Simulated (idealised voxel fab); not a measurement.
The process module that follows is named voxel released beams.
The cross-section shown here is cut; it is 270 nm wide and divided into square cells measuring 5 nm on a side.
Notation: cross-section as square-cell grid; stated in bands, top first, going down; one or more cell rows per band.
It is stipulated that each band's entry specify, in nanometres, the height of the top of the band and then that of its bottom, followed by the materials of the band in left-to-right sequence, each together with its width in nanometres. A single material marked by the word "edge to edge" is understood to fill the band from edge to edge; the word "blank" is understood to denote empty space.
Basically, 0 is our baseline, since under it the wafer straight out of the box is all one material. The bottom band has no lower end and keeps on going down, so it looks like "0 down".
Think of "30 to 40" as a width that walks from the first number to the second as you go down the band, top row to bottom row, taking equal-sized steps from row to row.
It should be understood that the words "same as before", when stated for a given step, signify that the cross-section underwent no change in any of its cells during that step.
Listed in "Voids lacking openings": every empty space of 8 or more cells without an open way to the top. Form: width x height at distance, the distance being from the left edge, all in nm.
Where a step's line continues beyond its settings, the continuation is a remark by the simulator itself on that step.
overlay nm: for a step with a mask, the amount by which the mask lay right of where it was planned; a negative amount means left of it.
### So here's the lineup of process steps we planned
- 1: RECEIVE | material Si
- 2: CONFORMAL_DEP | material SiN | thk nm 10
- 3: DIRECTIONAL_DEP | material SiO2 | thk nm 20
- 4: MASKED_ETCH | tone open | mask id ANCHOR | width nm 30 | etch materials SiO2 | depth nm 20 | overlay nm 0
- 5: CONFORMAL_DEP | material polySi | thk nm 10
- 6: DIRECTIONAL_DEP | material aC | thk nm 10
- 7: PATTERN | tone cover | mask id BEAM | material resist | width nm 90 | thk nm 25 | overlay nm 0
- 8: DIRECTIONAL_ETCH | etch materials aC | depth nm 10
- 9: STRIP | etch materials resist
- 10: DIRECTIONAL_ETCH | etch materials polySi | depth nm 10
- 11: STRIP | etch materials aC
- 12: STRIP | etch materials SiO2
### Cross-section, incoming material, after step 1
	0 down: Si edge to edge
	Voids lacking openings: none
### Run as planned - first of the two wafers cross-sectioned at the end of the module
	40 to 30: blank: 85 | polySi: 15 | blank: 10 | polySi: 65 | blank: 95
	30 to 20: blank: 90 | polySi: 10 | blank: 10 | polySi: 10 | blank: 150
	20 to 10: blank: 90 | polySi: 30 | blank: 150
	10 to 0: SiN edge to edge
	0 down: Si edge to edge
	Voids lacking openings: none
### Wafer two cross-section, module end. Start and plan unchanged from wafer one; one mistake made during the run
	40 to 30: blank: 85 | polySi: 20 | blank: 10 | polySi: 60 | blank: 95
	30 to 20: blank: 95 | polySi: 10 | blank: 10 | polySi: 10 | blank: 145
	20 to 10: blank: 95 | polySi: 30 | blank: 145
	10 to 0: SiN edge to edge
	0 down: Si edge to edge
	Voids lacking openings: none
Finding, execution versus plan: for step 4, the planned setting was not used; the step was instead run as MASKED_ETCH | tone open | mask id ANCHOR | width nm 30 | etch materials SiO2 | depth nm 20 | overlay nm 5
In the final comparison it is observed that the number of cells assigned to each material is identical for the two wafers, whereas their placement is not.
